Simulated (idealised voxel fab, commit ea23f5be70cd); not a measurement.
process module | voxel wiring stack
cross-section cut | 220 nm wide | cells 5 nm
A cross-section is a grid of square cells, given in bands from the top down. A band is one or more rows of cells.
Each band's line starts with the height of the band's top and of its bottom, in nm. Then come its materials from left to right, each with its width in nm. One material with "throughout" fills the band from edge to edge. "air" is empty space.
Height 0 is the level under which the wafer as received is all one material. The lowest band goes on downwards, as in "0 down".
A width such as "30 to 40" changes by the same amount from each row of cells to the next, from the band's top row to its bottom row.
"no change" after a step means that no cell of the cross-section changed.
closed voids: empty space of 8 cells or more with no open way to the top, each as width x height at its distance from the left edge, in nm
after a step's settings: what the simulator itself notes on the step
overlay nm, on a step with a mask: how far to the right of its planned place the mask lay; to the left if negative
Each pair below shows a cross-section before one step and the cross-section after it, down to the lowest band that changed. The line under each pair gives the step between them, with its settings. The pairs can come from different runs of this module on the same starting wafer, so a pair continues from the pair above only where its "before" says so.
before
  145 to 135: air 15 | lowk 15 | air 20 | lowk 10 | air 45 | lowk 15 | air 20 | lowk 10 | air 70
  135 to 120: lowk 30 | air 20 | lowk 25 | air 20 | lowk 25 | air 20 | lowk 25 | air 20 | lowk 35
  120 to 115: lowk 15 | SiCN 45 | lowk 15 | air 20 | lowk 10 | SiCN 45 | lowk 15 | air 20 | lowk 35
  115 to 110: lowk 15 | SiCN 5 | Ru 35 | SiCN 5 | lowk 15 | air 20 | lowk 10 | SiCN 5 | Ru 35 | SiCN 5 | lowk 15 | air 20 | lowk 35
  110 to 105: SiCN 20 | Ru 35 | SiCN 55 | Ru 35 | SiCN 75
  105 to 95: SiO2 30 | Ru 15 | SiO2 75 | Ru 15 | SiO2 85
  95 to 90: SiCN 30 | Ru 15 | SiCN 75 | Ru 15 | SiCN 85
  90 to 70: lowk 25 | SiN 5 | Ru 20 | SiN 5 | lowk 15 | SiN 5 | Ru 20 | SiN 5 | lowk 15 | SiN 5 | Ru 20 | SiN 5 | lowk 15 | SiN 5 | Ru 20 | SiN 5 | lowk 30
  70 to 65: SiN 30 | TiN 20 | SiN 25 | TiN 20 | SiN 25 | TiN 20 | SiN 25 | TiN 20 | SiN 35
  65 to 55: lowk 30 | Ru 15 | lowk 75 | Ru 15 | lowk 85
  55 to 50: SiCN 30 | Ru 15 | SiCN 75 | Ru 15 | SiCN 85
  50 to 45: SiCN 25 | Ru 30 | SiCN 15 | Ru 30 | SiCN 15 | Ru 30 | SiCN 15 | Ru 30 | SiCN 30
  45 to 20: SiO2 30 | TiN 5 | Ru 10 | TiN 5 | SiO2 25 | TiN 5 | Ru 10 | TiN 5 | SiO2 25 | TiN 5 | Ru 10 | TiN 5 | SiO2 25 | TiN 5 | Ru 10 | TiN 5 | SiO2 35
  20 to 15: SiN 30 | TiN 20 | SiN 25 | TiN 20 | SiN 25 | TiN 20 | SiN 25 | TiN 20 | SiN 35
  15 to 0: SiO2 throughout
  0 down: Si throughout
  closed voids: none
after
  145 to 135: air 15 | lowk 15 | air 20 | lowk 10 | air 45 | lowk 15 | air 20 | lowk 10 | air 70
  135 to 120: lowk 30 | air 20 | lowk 25 | air 20 | lowk 25 | air 20 | lowk 25 | air 20 | lowk 35
  120 to 115: lowk 15 | SiCN 15 | air 20 | SiCN 10 | lowk 15 | air 20 | lowk 10 | SiCN 15 | air 20 | SiCN 10 | lowk 15 | air 20 | lowk 35
  115 to 110: lowk 15 | SiCN 5 | Ru 35 | SiCN 5 | lowk 15 | air 20 | lowk 10 | SiCN 5 | Ru 35 | SiCN 5 | lowk 15 | air 20 | lowk 35
  110 to 105: SiCN 20 | Ru 35 | SiCN 20 | air 20 | SiCN 15 | Ru 35 | SiCN 20 | air 20 | SiCN 35
  below 105: unchanged
  closed voids: none
the step between: op MASKED_ETCH | tone open | mask id METAL_3 | width nm 20 | pitch nm 45 | etch materials SiCN | depth nm 5 | overlay nm 0
before: the cross-section after the pair above
after
  150 to 145: air 10 | TiN 25 | air 10 | TiN 20 | air 35 | TiN 25 | air 10 | TiN 20 | air 65
  145 to 140: air 10 | TiN 5 | lowk 15 | TiN 5 | air 10 | TiN 5 | lowk 10 | TiN 5 | air 35 | TiN 5 | lowk 15 | TiN 5 | air 10 | TiN 5 | lowk 10 | TiN 5 | air 65
  140 to 135: TiN 15 | lowk 15 | TiN 5 | air 10 | TiN 5 | lowk 10 | TiN 20 | air 10 | TiN 15 | lowk 15 | TiN 5 | air 10 | TiN 5 | lowk 10 | TiN 20 | air 10 | TiN 40
  135 to 120: lowk 30 | TiN 5 | air 10 | TiN 5 | lowk 25 | TiN 5 | air 10 | TiN 5 | lowk 25 | TiN 5 | air 10 | TiN 5 | lowk 25 | TiN 5 | air 10 | TiN 5 | lowk 35
  120 to 115: lowk 15 | SiCN 15 | TiN 20 | SiCN 10 | lowk 15 | TiN 5 | air 10 | TiN 5 | lowk 10 | SiCN 15 | TiN 20 | SiCN 10 | lowk 15 | TiN 5 | air 10 | TiN 5 | lowk 35
  115 to 110: lowk 15 | SiCN 5 | Ru 35 | SiCN 5 | lowk 15 | TiN 5 | air 10 | TiN 5 | lowk 10 | SiCN 5 | Ru 35 | SiCN 5 | lowk 15 | TiN 5 | air 10 | TiN 5 | lowk 35
  110 to 105: SiCN 20 | Ru 35 | SiCN 20 | TiN 20 | SiCN 15 | Ru 35 | SiCN 20 | TiN 20 | SiCN 35
  below 105: unchanged
  closed voids: none
the step between: op CONFORMAL_DEP | material TiN | thk nm 5
before: the cross-section after the pair above
after
  155 to 150: Ru throughout
  150 to 145: Ru 10 | TiN 25 | Ru 10 | TiN 20 | Ru 35 | TiN 25 | Ru 10 | TiN 20 | Ru 65
  145 to 140: Ru 10 | TiN 5 | lowk 15 | TiN 5 | Ru 10 | TiN 5 | lowk 10 | TiN 5 | Ru 35 | TiN 5 | lowk 15 | TiN 5 | Ru 10 | TiN 5 | lowk 10 | TiN 5 | Ru 65
  140 to 135: TiN 15 | lowk 15 | TiN 5 | Ru 10 | TiN 5 | lowk 10 | TiN 20 | Ru 10 | TiN 15 | lowk 15 | TiN 5 | Ru 10 | TiN 5 | lowk 10 | TiN 20 | Ru 10 | TiN 40
  135 to 120: lowk 30 | TiN 5 | Ru 10 | TiN 5 | lowk 25 | TiN 5 | Ru 10 | TiN 5 | lowk 25 | TiN 5 | Ru 10 | TiN 5 | lowk 25 | TiN 5 | Ru 10 | TiN 5 | lowk 35
  120 to 115: lowk 15 | SiCN 15 | TiN 20 | SiCN 10 | lowk 15 | TiN 5 | Ru 10 | TiN 5 | lowk 10 | SiCN 15 | TiN 20 | SiCN 10 | lowk 15 | TiN 5 | Ru 10 | TiN 5 | lowk 35
  115 to 110: lowk 15 | SiCN 5 | Ru 35 | SiCN 5 | lowk 15 | TiN 5 | Ru 10 | TiN 5 | lowk 10 | SiCN 5 | Ru 35 | SiCN 5 | lowk 15 | TiN 5 | Ru 10 | TiN 5 | lowk 35
  below 110: unchanged
  closed voids: none
the step between: op FILL_DEP | material Ru | thk nm 5
before: the cross-section after the pair above
after
  135 to 120: lowk 30 | TiN 5 | Ru 10 | TiN 5 | lowk 25 | TiN 5 | Ru 10 | TiN 5 | lowk 25 | TiN 5 | Ru 10 | TiN 5 | lowk 25 | TiN 5 | Ru 10 | TiN 5 | lowk 35
  below 120: unchanged
  closed voids: none
the step between: op CMP | height nm 135
before: the cross-section after the pair above
after
  140 to 135: SiCN throughout
  below 135: unchanged
  closed voids: none
the step between: op CONFORMAL_DEP | material SiCN | thk nm 5
before
  90 to 70: lowk 25 | SiN 5 | Ru 20 | SiN 5 | lowk 15 | SiN 5 | Ru 20 | SiN 5 | lowk 15 | SiN 5 | Ru 20 | SiN 5 | lowk 15 | SiN 5 | Ru 20 | SiN 5 | lowk 30
  70 to 65: SiN 30 | TiN 20 | SiN 25 | TiN 20 | SiN 25 | TiN 20 | SiN 25 | TiN 20 | SiN 35
  65 to 55: lowk 30 | Ru 15 | lowk 75 | Ru 15 | lowk 85
  55 to 50: SiCN 30 | Ru 15 | SiCN 75 | Ru 15 | SiCN 85
  50 to 45: SiCN 25 | Ru 30 | SiCN 15 | Ru 30 | SiCN 15 | Ru 30 | SiCN 15 | Ru 30 | SiCN 30
  45 to 20: SiO2 30 | TiN 5 | Ru 10 | TiN 5 | SiO2 25 | TiN 5 | Ru 10 | TiN 5 | SiO2 25 | TiN 5 | Ru 10 | TiN 5 | SiO2 25 | TiN 5 | Ru 10 | TiN 5 | SiO2 35
  20 to 15: SiN 30 | TiN 20 | SiN 25 | TiN 20 | SiN 25 | TiN 20 | SiN 25 | TiN 20 | SiN 35
  15 to 0: SiO2 throughout
  0 down: Si throughout
  closed voids: none
after
  100 to 90: SiO2 throughout
  below 90: unchanged
  closed voids: none
the step between: op DIRECTIONAL_DEP | material SiO2 | thk nm 10
before: the cross-section after the pair above
after
  105 to 100: SiCN throughout
  below 100: unchanged
  closed voids: none
the step between: op CONFORMAL_DEP | material SiCN | thk nm 5
before: the cross-section after the pair above
after
  125 to 105: resist 30 | air 15 | resist 75 | air 15 | resist 85
  below 105: unchanged
  closed voids: none
the step between: op PATTERN | tone open | mask id PLUG_2 | material resist | width nm 15 | pitch nm 90 | thk nm 20 | overlay nm 0
before: the cross-section after the pair above
after
  125 to 105: resist 30 | air 15 | resist 75 | air 15 | resist 85
  105 to 100: SiCN 30 | air 15 | SiCN 75 | air 15 | SiCN 85
  below 100: unchanged
  closed voids: none
the step between: op DIRECTIONAL_ETCH | etch materials SiCN | depth nm 5
before: the cross-section after the pair above
after
  105 to 100: SiCN 30 | air 15 | SiCN 75 | air 15 | SiCN 85
  below 100: unchanged
  closed voids: none
the step between: op STRIP | etch materials resist
before: the cross-section after the pair above
after
  110 to 105: SiCN 35 | air 5 | SiCN 85 | air 5 | SiCN 90
  105 to 100: SiCN throughout
  below 100: unchanged
  closed voids: none
the step between: op CONFORMAL_DEP | material SiCN | thk nm 5
before: the cross-section after the pair above
after
  135 to 130: lowk 35 | air 5 | lowk 85 | air 5 | lowk 90
  130 to 110: lowk throughout
  110 to 105: SiCN 35 | lowk 5 | SiCN 85 | lowk 5 | SiCN 90
  below 105: unchanged
  closed voids: none
the step between: op DIRECTIONAL_DEP | material lowk | thk nm 25
before: the cross-section after the pair above
after
  135 to 110: lowk 30 | air 20 | lowk 25 | air 20 | lowk 25 | air 20 | lowk 25 | air 20 | lowk 35
  110 to 105: SiCN 35 | air 5 | SiCN 85 | air 5 | SiCN 90
  below 105: unchanged
  closed voids: none
the step between: op MASKED_ETCH | tone open | mask id METAL_3 | width nm 20 | pitch nm 45 | etch materials lowk | depth nm 25 | overlay nm 0
before: the cross-section after the pair above
after
  135 to 110: lowk 30 | air 20 | lowk 25 | air 20 | lowk 25 | air 20 | lowk 25 | air 20 | lowk 35
  110 to 105: SiCN 30 | air 20 | SiCN 25 | air 20 | SiCN 25 | air 20 | SiCN 25 | air 20 | SiCN 35
  105 to 100: SiCN 35 | air 5 | SiCN 85 | air 5 | SiCN 90
  below 100: unchanged
  closed voids: none
the step between: op MASKED_ETCH | tone open | mask id METAL_3 | width nm 20 | pitch nm 45 | etch materials SiCN | depth nm 5 | overlay nm 0
before: the cross-section after the pair above
after
  140 to 135: TiN 35 | air 10 | TiN 35 | air 10 | TiN 35 | air 10 | TiN 35 | air 10 | TiN 40
  135 to 110: lowk 30 | TiN 5 | air 10 | TiN 5 | lowk 25 | TiN 5 | air 10 | TiN 5 | lowk 25 | TiN 5 | air 10 | TiN 5 | lowk 25 | TiN 5 | air 10 | TiN 5 | lowk 35
  110 to 105: SiCN 30 | TiN 20 | SiCN 25 | TiN 20 | SiCN 25 | TiN 20 | SiCN 25 | TiN 20 | SiCN 35
  105 to 100: SiCN 35 | TiN 5 | SiCN 85 | TiN 5 | SiCN 90
  below 100: unchanged
  closed voids: none
the step between: op CONFORMAL_DEP | material TiN | thk nm 5
before: the cross-section after the pair above
after
  145 to 140: Ru throughout
  140 to 135: TiN 35 | Ru 10 | TiN 35 | Ru 10 | TiN 35 | Ru 10 | TiN 35 | Ru 10 | TiN 40
  135 to 110: lowk 30 | TiN 5 | Ru 10 | TiN 5 | lowk 25 | TiN 5 | Ru 10 | TiN 5 | lowk 25 | TiN 5 | Ru 10 | TiN 5 | lowk 25 | TiN 5 | Ru 10 | TiN 5 | lowk 35
  below 110: unchanged
  closed voids: none
the step between: op FILL_DEP | material Ru | thk nm 5
before: the cross-section after the pair above
after
  135 to 110: lowk 30 | TiN 5 | Ru 10 | TiN 5 | lowk 25 | TiN 5 | Ru 10 | TiN 5 | lowk 25 | TiN 5 | Ru 10 | TiN 5 | lowk 25 | TiN 5 | Ru 10 | TiN 5 | lowk 35
  below 110: unchanged
  closed voids: none
the step between: op CMP | height nm 135
before: the cross-section after the pair above
after
  140 to 135: SiCN throughout
  below 135: unchanged
  closed voids: none
the step between: op CONFORMAL_DEP | material SiCN | thk nm 5
before
  20 to 15: SiN throughout
  15 to 0: SiO2 throughout
  0 down: Si throughout
  closed voids: none
after
  35 to 20: SiO2 throughout
  below 20: unchanged
  closed voids: none
the step between: op DIRECTIONAL_DEP | material SiO2 | thk nm 15
before: the cross-section after the pair above
after
  50 to 35: aC throughout
  below 35: unchanged
  closed voids: none
the step between: op DIRECTIONAL_DEP | material aC | thk nm 15
before: the cross-section after the pair above
after
  85 to 50: resist 30 | air 20 | resist 25 | air 20 | resist 25 | air 20 | resist 25 | air 20 | resist 35
  below 50: unchanged
  closed voids: none
the step between: op PATTERN | tone open | mask id METAL_1 | material resist | width nm 20 | pitch nm 45 | thk nm 35 | overlay nm 0
before: the cross-section after the pair above
after
  70 to 50: resist 30 | air 20 | resist 25 | air 20 | resist 25 | air 20 | resist 25 | air 20 | resist 35
  50 to 35: aC 30 | air 20 | aC 25 | air 20 | aC 25 | air 20 | aC 25 | air 20 | aC 35
  below 35: unchanged
  closed voids: none
the step between: op DIRECTIONAL_ETCH | etch materials aC | depth nm 15
before: the cross-section after the pair above
after
  50 to 35: aC 30 | air 20 | aC 25 | air 20 | aC 25 | air 20 | aC 25 | air 20 | aC 35
  below 35: unchanged
  closed voids: none
the step between: op STRIP | etch materials resist
before: the cross-section after the pair above
after
  50 to 35: aC 30 | air 20 | aC 25 | air 20 | aC 25 | air 20 | aC 25 | air 20 | aC 35
  35 to 20: SiO2 30 | air 20 | SiO2 25 | air 20 | SiO2 25 | air 20 | SiO2 25 | air 20 | SiO2 35
  below 20: unchanged
  closed voids: none
the step between: op DIRECTIONAL_ETCH | etch materials SiO2 | depth nm 25
before: the cross-section after the pair above
after
  50 to 35: aC 30 | air 20 | aC 25 | air 20 | aC 25 | air 20 | aC 25 | air 20 | aC 35
  35 to 20: SiO2 30 | air 20 | SiO2 25 | air 20 | SiO2 25 | air 20 | SiO2 25 | air 20 | SiO2 35
  20 to 15: SiN 30 | air 20 | SiN 25 | air 20 | SiN 25 | air 20 | SiN 25 | air 20 | SiN 35
  below 15: unchanged
  closed voids: none
the step between: op DIRECTIONAL_ETCH | etch materials SiN | depth nm 5
before: the cross-section after the pair above
after
  35 to 20: SiO2 30 | air 20 | SiO2 25 | air 20 | SiO2 25 | air 20 | SiO2 25 | air 20 | SiO2 35
  below 20: unchanged
  closed voids: none
the step between: op STRIP | etch materials aC
before: the cross-section after the pair above
after
  40 to 35: TiN 35 | air 10 | TiN 35 | air 10 | TiN 35 | air 10 | TiN 35 | air 10 | TiN 40
  35 to 20: SiO2 30 | TiN 5 | air 10 | TiN 5 | SiO2 25 | TiN 5 | air 10 | TiN 5 | SiO2 25 | TiN 5 | air 10 | TiN 5 | SiO2 25 | TiN 5 | air 10 | TiN 5 | SiO2 35
  20 to 15: SiN 30 | TiN 20 | SiN 25 | TiN 20 | SiN 25 | TiN 20 | SiN 25 | TiN 20 | SiN 35
  below 15: unchanged
  closed voids: none
the step between: op CONFORMAL_DEP | material TiN | thk nm 5
before: the cross-section after the pair above
after
  50 to 40: Ru throughout
  40 to 35: TiN 35 | Ru 10 | TiN 35 | Ru 10 | TiN 35 | Ru 10 | TiN 35 | Ru 10 | TiN 40
  35 to 20: SiO2 30 | TiN 5 | Ru 10 | TiN 5 | SiO2 25 | TiN 5 | Ru 10 | TiN 5 | SiO2 25 | TiN 5 | Ru 10 | TiN 5 | SiO2 25 | TiN 5 | Ru 10 | TiN 5 | SiO2 35
  below 20: unchanged
  closed voids: none
the step between: op FILL_DEP | material Ru | thk nm 10
before: the cross-section after the pair above
after
  45 to 40: Ru throughout
  below 40: unchanged
  closed voids: none
the step between: op CMP | height nm 45
before: the cross-section after the pair above
after
  50 to 40: Ru throughout
  below 40: unchanged
  closed voids: none
the step between: op EPI | material Ru | thk nm 5
before: the cross-section after the pair above
after
  55 to 50: SiCN throughout
  below 50: unchanged
  closed voids: none
the step between: op FILL_DEP | material SiCN | thk nm 5
before: the cross-section after the pair above
after
  65 to 55: lowk throughout
  below 55: unchanged
  closed voids: none
the step between: op DIRECTIONAL_DEP | material lowk | thk nm 10
before: the cross-section after the pair above
after
  80 to 65: resist 30 | air 15 | resist 75 | air 15 | resist 85
  below 65: unchanged
  closed voids: none
the step between: op PATTERN | tone open | mask id PLUG_1 | material resist | width nm 15 | pitch nm 90 | thk nm 15 | overlay nm 0
before: the cross-section after the pair above
after
  80 to 65: resist 30 | air 15 | resist 75 | air 15 | resist 85
  65 to 55: lowk 30 | air 15 | lowk 75 | air 15 | lowk 85
  below 55: unchanged
  closed voids: none
the step between: op DIRECTIONAL_ETCH | etch materials lowk | depth nm 10
before: the cross-section after the pair above
after
  80 to 65: resist 30 | air 15 | resist 75 | air 15 | resist 85
  65 to 55: lowk 30 | air 15 | lowk 75 | air 15 | lowk 85
  55 to 50: SiCN 30 | air 15 | SiCN 75 | air 15 | SiCN 85
  below 50: unchanged
  closed voids: none
the step between: op DIRECTIONAL_ETCH | etch materials SiCN | depth nm 5
before: the cross-section after the pair above
after
  65 to 55: lowk 30 | air 15 | lowk 75 | air 15 | lowk 85
  below 55: unchanged
  closed voids: none
the step between: op STRIP | etch materials resist
before: the cross-section after the pair above
after
  65 to 60: lowk 30 | air 15 | lowk 75 | air 15 | lowk 85
  60 to 55: lowk 30 | Ru 15 | lowk 75 | Ru 15 | lowk 85
  55 to 50: SiCN 30 | Ru 15 | SiCN 75 | Ru 15 | SiCN 85
  below 50: unchanged
  closed voids: none
the step between: op EPI | material Ru | thk nm 10
before: the cross-section after the pair above
after
  65 to 55: lowk 30 | Ru 15 | lowk 75 | Ru 15 | lowk 85
  below 55: unchanged
  closed voids: none
the step between: op EPI | material Ru | thk nm 5
before: the cross-section after the pair above
after
  70 to 65: TiN throughout
  below 65: unchanged
  closed voids: none
the step between: op DIRECTIONAL_DEP | material TiN | thk nm 5
before: the cross-section after the pair above
after
  90 to 70: Ru throughout
  below 70: unchanged
  closed voids: none
the step between: op DIRECTIONAL_DEP | material Ru | thk nm 20
before: the cross-section after the pair above
after
  100 to 90: aC throughout
  below 90: unchanged
  closed voids: none
the step between: op DIRECTIONAL_DEP | material aC | thk nm 10
before: the cross-section after the pair above
after
  130 to 100: air 30 | resist 20 | air 25 | resist 20 | air 25 | resist 20 | air 25 | resist 20 | air 35
  below 100: unchanged
  closed voids: none
the step between: op PATTERN | tone cover | mask id METAL_2 | material resist | width nm 20 | pitch nm 45 | thk nm 30 | overlay nm 0
before: the cross-section after the pair above
after
  120 to 100: air 30 | resist 20 | air 25 | resist 20 | air 25 | resist 20 | air 25 | resist 20 | air 35
  100 to 90: air 30 | aC 20 | air 25 | aC 20 | air 25 | aC 20 | air 25 | aC 20 | air 35
  below 90: unchanged
  closed voids: none
the step between: op DIRECTIONAL_ETCH | etch materials aC | depth nm 10
before: the cross-section after the pair above
after
  100 to 90: air 30 | aC 20 | air 25 | aC 20 | air 25 | aC 20 | air 25 | aC 20 | air 35
  below 90: unchanged
  closed voids: none
the step between: op STRIP | etch materials resist
before: the cross-section after the pair above
after
  100 to 90: air 30 | aC 20 | air 25 | aC 20 | air 25 | aC 20 | air 25 | aC 20 | air 35
  90 to 70: air 30 | Ru 20 | air 25 | Ru 20 | air 25 | Ru 20 | air 25 | Ru 20 | air 35
  below 70: unchanged
  closed voids: none
the step between: op DIRECTIONAL_ETCH | etch materials Ru | depth nm 20
before: the cross-section after the pair above
after
  100 to 90: air 30 | aC 20 | air 25 | aC 20 | air 25 | aC 20 | air 25 | aC 20 | air 35
  90 to 70: air 30 | Ru 20 | air 25 | Ru 20 | air 25 | Ru 20 | air 25 | Ru 20 | air 35
  70 to 65: air 30 | TiN 20 | air 25 | TiN 20 | air 25 | TiN 20 | air 25 | TiN 20 | air 35
  below 65: unchanged
  closed voids: none
the step between: op DIRECTIONAL_ETCH | etch materials TiN | depth nm 5
before: the cross-section after the pair above
after
  90 to 70: air 30 | Ru 20 | air 25 | Ru 20 | air 25 | Ru 20 | air 25 | Ru 20 | air 35
  below 70: unchanged
  closed voids: none
the step between: op STRIP | etch materials aC
before: the cross-section after the pair above
after
  95 to 90: air 25 | SiN 30 | air 15 | SiN 30 | air 15 | SiN 30 | air 15 | SiN 30 | air 30
  90 to 70: air 25 | SiN 5 | Ru 20 | SiN 5 | air 15 | SiN 5 | Ru 20 | SiN 5 | air 15 | SiN 5 | Ru 20 | SiN 5 | air 15 | SiN 5 | Ru 20 | SiN 5 | air 30
  70 to 65: SiN 30 | TiN 20 | SiN 25 | TiN 20 | SiN 25 | TiN 20 | SiN 25 | TiN 20 | SiN 35
  below 65: unchanged
  closed voids: none
the step between: op CONFORMAL_DEP | material SiN | thk nm 5
before: the cross-section after the pair above
after
  105 to 95: lowk throughout
  95 to 90: lowk 25 | SiN 30 | lowk 15 | SiN 30 | lowk 15 | SiN 30 | lowk 15 | SiN 30 | lowk 30
  90 to 70: lowk 25 | SiN 5 | Ru 20 | SiN 5 | lowk 15 | SiN 5 | Ru 20 | SiN 5 | lowk 15 | SiN 5 | Ru 20 | SiN 5 | lowk 15 | SiN 5 | Ru 20 | SiN 5 | lowk 30
  below 70: unchanged
  closed voids: none
the step between: op FILL_DEP | material lowk | thk nm 10
before: the cross-section after the pair above
after
  90 to 70: lowk 25 | SiN 5 | Ru 20 | SiN 5 | lowk 15 | SiN 5 | Ru 20 | SiN 5 | lowk 15 | SiN 5 | Ru 20 | SiN 5 | lowk 15 | SiN 5 | Ru 20 | SiN 5 | lowk 30
  below 70: unchanged
  closed voids: none
the step between: op CMP | height nm 90
before: the cross-section after the pair above
after
  95 to 90: SiCN throughout
  below 90: unchanged
  closed voids: none
the step between: op CONFORMAL_DEP | material SiCN | thk nm 5
before: the cross-section after the pair above
after
  105 to 95: SiO2 throughout
  below 95: unchanged
  closed voids: none
the step between: op DIRECTIONAL_DEP | material SiO2 | thk nm 10
before: the cross-section after the pair above
after
  125 to 105: resist 30 | air 15 | resist 75 | air 15 | resist 85
  below 105: unchanged
  closed voids: none
the step between: op PATTERN | tone open | mask id PLUG_2 | material resist | width nm 15 | pitch nm 90 | thk nm 20 | overlay nm 0
before: the cross-section after the pair above
after
  125 to 105: resist 30 | air 15 | resist 75 | air 15 | resist 85
  105 to 95: SiO2 30 | air 15 | SiO2 75 | air 15 | SiO2 85
  below 95: unchanged
  closed voids: none
the step between: op DIRECTIONAL_ETCH | etch materials SiO2 | depth nm 10
before: the cross-section after the pair above
after
  125 to 105: resist 30 | air 15 | resist 75 | air 15 | resist 85
  105 to 95: SiO2 30 | air 15 | SiO2 75 | air 15 | SiO2 85
  95 to 90: SiCN 30 | air 15 | SiCN 75 | air 15 | SiCN 85
  below 90: unchanged
  closed voids: none
the step between: op DIRECTIONAL_ETCH | etch materials SiCN | depth nm 5
before: the cross-section after the pair above
after
  105 to 95: SiO2 30 | air 15 | SiO2 75 | air 15 | SiO2 85
  below 95: unchanged
  closed voids: none
the step between: op STRIP | etch materials resist
before: the cross-section after the pair above
after
  105 to 100: SiO2 30 | air 15 | SiO2 75 | air 15 | SiO2 85
  100 to 95: SiO2 30 | Ru 15 | SiO2 75 | Ru 15 | SiO2 85
  95 to 90: SiCN 30 | Ru 15 | SiCN 75 | Ru 15 | SiCN 85
  below 90: unchanged
  closed voids: none
the step between: op EPI | material Ru | thk nm 10
before: the cross-section after the pair above
after
  105 to 95: SiO2 30 | Ru 15 | SiO2 75 | Ru 15 | SiO2 85
  below 95: unchanged
  closed voids: none
the step between: op EPI | material Ru | thk nm 5
before: the cross-section after the pair above
after
  110 to 105: SiCN throughout
  below 105: unchanged
  closed voids: none
the step between: op CONFORMAL_DEP | material SiCN | thk nm 5
before: the cross-section after the pair above
after
  135 to 110: lowk throughout
  below 110: unchanged
  closed voids: none
the step between: op DIRECTIONAL_DEP | material lowk | thk nm 25
before: the cross-section after the pair above
after
  135 to 110: lowk 30 | air 20 | lowk 25 | air 20 | lowk 25 | air 20 | lowk 25 | air 20 | lowk 35
  below 110: unchanged
  closed voids: none
the step between: op MASKED_ETCH | tone open | mask id METAL_3 | width nm 20 | pitch nm 45 | etch materials lowk | depth nm 25 | overlay nm 0
before: the cross-section after the pair above
after
  135 to 110: lowk 30 | air 20 | lowk 25 | air 20 | lowk 25 | air 20 | lowk 25 | air 20 | lowk 35
  110 to 105: SiCN 30 | air 20 | SiCN 25 | air 20 | SiCN 25 | air 20 | SiCN 25 | air 20 | SiCN 35
  below 105: unchanged
  closed voids: none
the step between: op MASKED_ETCH | tone open | mask id METAL_3 | width nm 20 | pitch nm 45 | etch materials SiCN | depth nm 5 | overlay nm 0
before: the cross-section after the pair above
after
  140 to 135: TiN 35 | air 10 | TiN 35 | air 10 | TiN 35 | air 10 | TiN 35 | air 10 | TiN 40
  135 to 110: lowk 30 | TiN 5 | air 10 | TiN 5 | lowk 25 | TiN 5 | air 10 | TiN 5 | lowk 25 | TiN 5 | air 10 | TiN 5 | lowk 25 | TiN 5 | air 10 | TiN 5 | lowk 35
  110 to 105: SiCN 30 | TiN 20 | SiCN 25 | TiN 20 | SiCN 25 | TiN 20 | SiCN 25 | TiN 20 | SiCN 35
  below 105: unchanged
  closed voids: none
the step between: op CONFORMAL_DEP | material TiN | thk nm 5
before: the cross-section after the pair above
after
  145 to 140: Ru throughout
  140 to 135: TiN 35 | Ru 10 | TiN 35 | Ru 10 | TiN 35 | Ru 10 | TiN 35 | Ru 10 | TiN 40
  135 to 110: lowk 30 | TiN 5 | Ru 10 | TiN 5 | lowk 25 | TiN 5 | Ru 10 | TiN 5 | lowk 25 | TiN 5 | Ru 10 | TiN 5 | lowk 25 | TiN 5 | Ru 10 | TiN 5 | lowk 35
  below 110: unchanged
  closed voids: none
the step between: op FILL_DEP | material Ru | thk nm 5
before: the cross-section after the pair above
after
  135 to 110: lowk 30 | TiN 5 | Ru 10 | TiN 5 | lowk 25 | TiN 5 | Ru 10 | TiN 5 | lowk 25 | TiN 5 | Ru 10 | TiN 5 | lowk 25 | TiN 5 | Ru 10 | TiN 5 | lowk 35
  below 110: unchanged
  closed voids: none
the step between: op CMP | height nm 135
before: the cross-section after the pair above
after
  140 to 135: SiCN throughout
  below 135: unchanged
  closed voids: none
the step between: op CONFORMAL_DEP | material SiCN | thk nm 5
before
  60 to 45: aC throughout
  45 to 20: SiO2 throughout
  20 to 15: SiN throughout
  15 to 0: SiO2 throughout
  0 down: Si throughout
  closed voids: none
after
  95 to 60: resist 25 | air 30 | resist 15 | air 30 | resist 15 | air 30 | resist 15 | air 30 | resist 30
  below 60: unchanged
  closed voids: none
the step between: op PATTERN | tone open | mask id METAL_1 | material resist | width nm 30 | pitch nm 45 | thk nm 35 | overlay nm 0
before: the cross-section after the pair above
after
  80 to 60: resist 25 | air 30 | resist 15 | air 30 | resist 15 | air 30 | resist 15 | air 30 | resist 30
  60 to 45: aC 25 | air 30 | aC 15 | air 30 | aC 15 | air 30 | aC 15 | air 30 | aC 30
  below 45: unchanged
  closed voids: none
the step between: op DIRECTIONAL_ETCH | etch materials aC | depth nm 15
before: the cross-section after the pair above
after
  60 to 45: aC 25 | air 30 | aC 15 | air 30 | aC 15 | air 30 | aC 15 | air 30 | aC 30
  below 45: unchanged
  closed voids: none
the step between: op STRIP | etch materials resist
before: the cross-section after the pair above
after
  60 to 45: aC 25 | air 30 | aC 15 | air 30 | aC 15 | air 30 | aC 15 | air 30 | aC 30
  45 to 20: SiO2 25 | air 30 | SiO2 15 | air 30 | SiO2 15 | air 30 | SiO2 15 | air 30 | SiO2 30
  below 20: unchanged
  closed voids: none
the step between: op DIRECTIONAL_ETCH | etch materials SiO2 | depth nm 25
before: the cross-section after the pair above
after
  60 to 45: aC 25 | air 30 | aC 15 | air 30 | aC 15 | air 30 | aC 15 | air 30 | aC 30
  45 to 20: SiO2 25 | air 30 | SiO2 15 | air 30 | SiO2 15 | air 30 | SiO2 15 | air 30 | SiO2 30
  20 to 15: SiN 25 | air 30 | SiN 15 | air 30 | SiN 15 | air 30 | SiN 15 | air 30 | SiN 30
  below 15: unchanged
  closed voids: none
the step between: op DIRECTIONAL_ETCH | etch materials SiN | depth nm 5
before: the cross-section after the pair above
after
  45 to 20: SiO2 25 | air 30 | SiO2 15 | air 30 | SiO2 15 | air 30 | SiO2 15 | air 30 | SiO2 30
  below 20: unchanged
  closed voids: none
the step between: op STRIP | etch materials aC
before: the cross-section after the pair above
after
  50 to 45: TiN 30 | air 20 | TiN 25 | air 20 | TiN 25 | air 20 | TiN 25 | air 20 | TiN 35
  45 to 20: SiO2 25 | TiN 5 | air 20 | TiN 5 | SiO2 15 | TiN 5 | air 20 | TiN 5 | SiO2 15 | TiN 5 | air 20 | TiN 5 | SiO2 15 | TiN 5 | air 20 | TiN 5 | SiO2 30
  20 to 15: SiN 25 | TiN 30 | SiN 15 | TiN 30 | SiN 15 | TiN 30 | SiN 15 | TiN 30 | SiN 30
  below 15: unchanged
  closed voids: none
the step between: op CONFORMAL_DEP | material TiN | thk nm 5
before: the cross-section after the pair above
after
  60 to 50: Ru throughout
  50 to 45: TiN 30 | Ru 20 | TiN 25 | Ru 20 | TiN 25 | Ru 20 | TiN 25 | Ru 20 | TiN 35
  45 to 20: SiO2 25 | TiN 5 | Ru 20 | TiN 5 | SiO2 15 | TiN 5 | Ru 20 | TiN 5 | SiO2 15 | TiN 5 | Ru 20 | TiN 5 | SiO2 15 | TiN 5 | Ru 20 | TiN 5 | SiO2 30
  below 20: unchanged
  closed voids: none
the step between: op FILL_DEP | material Ru | thk nm 10
